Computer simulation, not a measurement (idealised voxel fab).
Process module name: voxel local oxidation
It is cross-section cut that appears here, measuring 245 nm in width, its square cells being 5 nm in size.
Bands, listed from the top down, are how a cross-section gets written in this document; the cross-section itself is a grid of square cells, and a band is one or more rows of them.
Basically the band line says how high the top is and how high the bottom is, in nm, and then what's in it from left to right, every material with its width in nm. Empty space shows up as "air", and if a single material carries "full width" it runs the full band edge to edge.
Height datum 0, below which the as-received substrate wafer is one material. Lowest band open at the bottom, running downward: "0 down".
Per-row width for "30..40": begins at first number (top row of band), ends at second number (bottom row), increment between rows held constant.
Key: "remained unchanged" - step with no changed cell in the cross-section.
Basically, "Closed void inventory" tells you about the enclosed voids: empty spaces with no open way to the top, 8 cells or bigger, each written width x height at distance, where distance is from the left edge, all in nm.
Where a step's line continues beyond its settings, the continuation is a remark by the simulator itself on that step.
"overlay nm", when on a step's line for a step with a mask, measures how far to the right of its planned place the mask lay; a negative measure means to the left.
Pairs, read this way: before one process step on the one hand, after it on the other, the after cross-section ending at the lowest band that changed; the step between, settings included, beneath. Same starting wafer throughout, but possibly different runs of this module, so no pair continues from the pair above unless its entry headed "before" says so.
before
* 0 down = Si full width
* Closed void inventory: none
State After Step
* 0 to -5 = SiO2 full width
* below -5: unchanged
* Closed void inventory: none
The transition between the preceding cross-sections is accomplished by OXIDIZE,depth nm 5
before: identical to the post-step cross-section of the immediately preceding pair.
State After Step
* 15 to 0 = SiN full width
* below 0: unchanged
* Closed void inventory: none
The transition between the preceding cross-sections is accomplished by CONFORMAL_DEP,material SiN,thk nm 15
before: identical to the post-step cross-section of the immediately preceding pair.
State After Step
* 30 to 15 = aC full width
* below 15: unchanged
* Closed void inventory: none
The transition between the preceding cross-sections is accomplished by DIRECTIONAL_DEP,material aC,thk nm 15
before: identical to the post-step cross-section of the immediately preceding pair.
State After Step
* 60 to 30 = air 70, then resist 105, then air 70
* below 30: unchanged
* Closed void inventory: none
The transition between the preceding cross-sections is accomplished by PATTERN,tone cover,mask id ACTIVE,material resist,width nm 105,thk nm 30,overlay nm 0
before: identical to the post-step cross-section of the immediately preceding pair.
State After Step
* 45 to 30 = air 70, then resist 105, then air 70
* 30 to 15 = air 70, then aC 105, then air 70
* below 15: unchanged
* Closed void inventory: none
The transition between the preceding cross-sections is accomplished by DIRECTIONAL_ETCH,etch materials aC,depth nm 15
before: identical to the post-step cross-section of the immediately preceding pair.
State After Step
* 30 to 15 = air 70, then aC 105, then air 70
* below 15: unchanged
* Closed void inventory: none
The transition between the preceding cross-sections is accomplished by STRIP,etch materials resist
before: identical to the post-step cross-section of the immediately preceding pair.
State After Step
* 30 to 15 = air 70, then aC 105, then air 70
* 15 to 0 = air 70, then SiN 105, then air 70
* below 0: unchanged
* Closed void inventory: none
The transition between the preceding cross-sections is accomplished by DIRECTIONAL_ETCH,etch materials SiN,depth nm 15
before: identical to the post-step cross-section of the immediately preceding pair.
State After Step
* 15 to 0 = air 70, then SiN 105, then air 70
* below 0: unchanged
* Closed void inventory: none
The transition between the preceding cross-sections is accomplished by STRIP,etch materials aC
before: identical to the post-step cross-section of the immediately preceding pair.
State After Step
* 15 to 0 = air 70, then SiN 105, then air 70
* 0 to -5 = air 75, then SiO2 95, then air 75
* below -5: unchanged
* Closed void inventory: none
The transition between the preceding cross-sections is accomplished by SELECTIVE_ETCH,etch materials SiO2,depth nm 5
before: identical to the post-step cross-section of the immediately preceding pair.
State After Step
* 15 to 0 = air 70, then SiN 105, then air 70
* 0 to -5 = air 75, then SiO2 95, then air 75
* -5 to -20 = SiO2 90, then Si 65, then SiO2 90
* below -20: unchanged
* Closed void inventory: none
The transition between the preceding cross-sections is accomplished by OXIDIZE,depth nm 15
before: identical to the post-step cross-section of the immediately preceding pair.
State After Step
* 0 to -5 = air 75, then SiO2 95, then air 75
* below -5: unchanged
* Closed void inventory: none
The transition between the preceding cross-sections is accomplished by STRIP,etch materials SiN
before
* 45 to 30 = air 70, then resist 105, then air 70
* 30 to 15 = air 70, then aC 105, then air 70
* 15 to 0 = SiN full width
* 0 to -5 = SiO2 full width
* -5 down = Si full width
* Closed void inventory: none
State After Step
* 45 to 30 = air 70, then resist 105, then air 70
* 30 to 15 = air 70, then aC 105, then air 70
* 15 to 0 = air 70, then SiN 105, then air 70
* below 0: unchanged
* Closed void inventory: none
The transition between the preceding cross-sections is accomplished by DIRECTIONAL_ETCH,etch materials SiN,depth nm 15
before: identical to the post-step cross-section of the immediately preceding pair.
State After Step
* 15 to 0 = air 70, then SiN 105, then air 70
* below 0: unchanged
* Closed void inventory: none
The transition between the preceding cross-sections is accomplished by STRIP,etch materials aC
before
* 30 to 15 = air 70, then aC 105, then air 70
* 15 to 0 = air 70, then SiN 105, then air 70
* 0 to -5 = SiO2 full width
* -5 down = Si full width
* Closed void inventory: none
State After Step
* 30 to 15 = air 70, then aC 105, then air 70
* 15 to 0 = air 70, then SiN 105, then air 70
* 0 to -5 = air 75, then SiO2 95, then air 75
* below -5: unchanged
* Closed void inventory: none
The transition between the preceding cross-sections is accomplished by SELECTIVE_ETCH,etch materials SiO2,depth nm 5
before: identical to the post-step cross-section of the immediately preceding pair.
State After Step
* 15 to 0 = air 70, then SiN 105, then air 70
* below 0: unchanged
* Closed void inventory: none
The transition between the preceding cross-sections is accomplished by STRIP,etch materials aC
before: identical to the post-step cross-section of the immediately preceding pair.
State After Step
* 15 to 0 = air 70, then SiN 105, then air 70
* 0 to -5 = air 75, then SiO2 95, then air 75
* -5 to -30 = SiO2 100, then Si 45, then SiO2 100
* below -30: unchanged
* Closed void inventory: none
The transition between the preceding cross-sections is accomplished by OXIDIZE,depth nm 25
before: identical to the post-step cross-section of the immediately preceding pair.
State After Step
* 0 to -5 = air 75, then SiO2 95, then air 75
* below -5: unchanged
* Closed void inventory: none
The transition between the preceding cross-sections is accomplished by STRIP,etch materials SiN
before
* 30 to 15 = aC full width
* 15 to 0 = SiN full width
* 0 to -5 = SiO2 full width
* -5 down = Si full width
* Closed void inventory: none
State After Step
* 60 to 30 = air 75, then resist 100, then air 70
* below 30: unchanged
* Closed void inventory: none
The transition between the preceding cross-sections is accomplished by PATTERN,tone cover,mask id ACTIVE,material resist,width nm 100,thk nm 30,overlay nm 0
before: identical to the post-step cross-section of the immediately preceding pair.
State After Step
* 45 to 30 = air 75, then resist 100, then air 70
* 30 to 15 = air 75, then aC 100, then air 70
* below 15: unchanged
* Closed void inventory: none
The transition between the preceding cross-sections is accomplished by DIRECTIONAL_ETCH,etch materials aC,depth nm 15
before: identical to the post-step cross-section of the immediately preceding pair.
State After Step
* 30 to 15 = air 75, then aC 100, then air 70
* below 15: unchanged
* Closed void inventory: none
The transition between the preceding cross-sections is accomplished by STRIP,etch materials resist
before: identical to the post-step cross-section of the immediately preceding pair.
State After Step
* 30 to 15 = air 75, then aC 100, then air 70
* 15 to 0 = air 75, then SiN 100, then air 70
* below 0: unchanged
* Closed void inventory: none
The transition between the preceding cross-sections is accomplished by DIRECTIONAL_ETCH,etch materials SiN,depth nm 15
before: identical to the post-step cross-section of the immediately preceding pair.
State After Step
* 15 to 0 = air 75, then SiN 100, then air 70
* below 0: unchanged
* Closed void inventory: none
The transition between the preceding cross-sections is accomplished by STRIP,etch materials aC
before: identical to the post-step cross-section of the immediately preceding pair.
State After Step
* 15 to 0 = air 75, then SiN 100, then air 70
* 0 to -5 = air 80, then SiO2 90, then air 75
* below -5: unchanged
* Closed void inventory: none
The transition between the preceding cross-sections is accomplished by SELECTIVE_ETCH,etch materials SiO2,depth nm 5
before: identical to the post-step cross-section of the immediately preceding pair.
State After Step
* 15 to 0 = air 75, then SiN 100, then air 70
* 0 to -5 = air 80, then SiO2 90, then air 75
* -5 to -20 = SiO2 95, then Si 60, then SiO2 90
* below -20: unchanged
* Closed void inventory: none
The transition between the preceding cross-sections is accomplished by OXIDIZE,depth nm 15
before: identical to the post-step cross-section of the immediately preceding pair.
State After Step
* 0 to -5 = air 80, then SiO2 90, then air 75
* below -5: unchanged
* Closed void inventory: none
The transition between the preceding cross-sections is accomplished by STRIP,etch materials SiN
before
* 30 to 15 = aC full width
* 15 to 0 = SiN full width
* 0 to -5 = SiO2 full width
* -5 down = Si full width
* Closed void inventory: none
State After Step
* 60 to 30 = air 65, then resist 105, then air 75
* below 30: unchanged
* Closed void inventory: none
The transition between the preceding cross-sections is accomplished by PATTERN,tone cover,mask id ACTIVE,material resist,width nm 105,thk nm 30,overlay nm -5
before: identical to the post-step cross-section of the immediately preceding pair.
State After Step
* 45 to 30 = air 65, then resist 105, then air 75
* 30 to 15 = air 65, then aC 105, then air 75
* below 15: unchanged
* Closed void inventory: none
The transition between the preceding cross-sections is accomplished by DIRECTIONAL_ETCH,etch materials aC,depth nm 15
before: identical to the post-step cross-section of the immediately preceding pair.
State After Step
* 30 to 15 = air 65, then aC 105, then air 75
* below 15: unchanged
* Closed void inventory: none
The transition between the preceding cross-sections is accomplished by STRIP,etch materials resist
before: identical to the post-step cross-section of the immediately preceding pair.
State After Step
* 30 to 15 = air 65, then aC 105, then air 75
* 15 to 0 = air 65, then SiN 105, then air 75
* below 0: unchanged
* Closed void inventory: none
The transition between the preceding cross-sections is accomplished by DIRECTIONAL_ETCH,etch materials SiN,depth nm 15
before: identical to the post-step cross-section of the immediately preceding pair.
State After Step
* 15 to 0 = air 65, then SiN 105, then air 75
* below 0: unchanged
* Closed void inventory: none
The transition between the preceding cross-sections is accomplished by STRIP,etch materials aC
before: identical to the post-step cross-section of the immediately preceding pair.
State After Step
* 15 to 0 = air 65, then SiN 105, then air 75
* 0 to -5 = air 70, then SiO2 95, then air 80
* below -5: unchanged
* Closed void inventory: none
The transition between the preceding cross-sections is accomplished by SELECTIVE_ETCH,etch materials SiO2,depth nm 5
before: identical to the post-step cross-section of the immediately preceding pair.
State After Step
* 15 to 0 = air 65, then SiN 105, then air 75
* 0 to -5 = air 70, then SiO2 95, then air 80
* -5 to -20 = SiO2 85, then Si 65, then SiO2 95
* below -20: unchanged
* Closed void inventory: none
The transition between the preceding cross-sections is accomplished by OXIDIZE,depth nm 15
before: identical to the post-step cross-section of the immediately preceding pair.
State After Step
* 0 to -5 = air 70, then SiO2 95, then air 80
* below -5: unchanged
* Closed void inventory: none
The transition between the preceding cross-sections is accomplished by STRIP,etch materials SiN
before
* 15 to 0 = air 70, then SiN 105, then air 70
* 0 to -5 = air 75, then SiO2 95, then air 75
* -5 to -20 = SiO2 90, then Si 65, then SiO2 90
* -20 down = Si full width
* Closed void inventory: none
State After Step
* -5 to -20 = air 90, then Si 65, then air 90
* below -20: unchanged
* Closed void inventory: none
The transition between the preceding cross-sections is accomplished by STRIP,etch materials SiO2
before
* 30 to 15 = aC full width
* 15 to 0 = SiN full width
* 0 to -5 = SiO2 full width
* -5 down = Si full width
* Closed void inventory: none
State After Step
* 60 to 30 = resist 70, then air 105, then resist 70
* below 30: unchanged
* Closed void inventory: none
The transition between the preceding cross-sections is accomplished by PATTERN,tone open,mask id ACTIVE,material resist,width nm 105,thk nm 30,overlay nm 0
before: identical to the post-step cross-section of the immediately preceding pair.
State After Step
* 45 to 30 = resist 70, then air 105, then resist 70
* 30 to 15 = aC 70, then air 105, then aC 70
* below 15: unchanged
* Closed void inventory: none
The transition between the preceding cross-sections is accomplished by DIRECTIONAL_ETCH,etch materials aC,depth nm 15
before: identical to the post-step cross-section of the immediately preceding pair.
State After Step
* 30 to 15 = aC 70, then air 105, then aC 70
* below 15: unchanged
* Closed void inventory: none
The transition between the preceding cross-sections is accomplished by STRIP,etch materials resist
before: identical to the post-step cross-section of the immediately preceding pair.
State After Step
* 30 to 15 = aC 70, then air 105, then aC 70
* 15 to 0 = SiN 70, then air 105, then SiN 70
* below 0: unchanged
* Closed void inventory: none
The transition between the preceding cross-sections is accomplished by DIRECTIONAL_ETCH,etch materials SiN,depth nm 15
before: identical to the post-step cross-section of the immediately preceding pair.
State After Step
* 15 to 0 = SiN 70, then air 105, then SiN 70
* below 0: unchanged
* Closed void inventory: none
The transition between the preceding cross-sections is accomplished by STRIP,etch materials aC
before: identical to the post-step cross-section of the immediately preceding pair.
State After Step
* 15 to 0 = SiN 70, then air 105, then SiN 70
* 0 to -5 = SiO2 65, then air 115, then SiO2 65
* below -5: unchanged
* Closed void inventory: none
The transition between the preceding cross-sections is accomplished by SELECTIVE_ETCH,etch materials SiO2,depth nm 5
before: identical to the post-step cross-section of the immediately preceding pair.
State After Step
* 15 to 0 = SiN 70, then air 105, then SiN 70
* 0 to -5 = SiO2 65, then air 115, then SiO2 65
* -5 to -20 = Si 50, then SiO2 145, then Si 50
* below -20: unchanged
* Closed void inventory: none
The transition between the preceding cross-sections is accomplished by OXIDIZE,depth nm 15
before: identical to the post-step cross-section of the immediately preceding pair.
State After Step
* 0 to -5 = SiO2 65, then air 115, then SiO2 65
* below -5: unchanged
* Closed void inventory: none
The transition between the preceding cross-sections is accomplished by STRIP,etch materials SiN
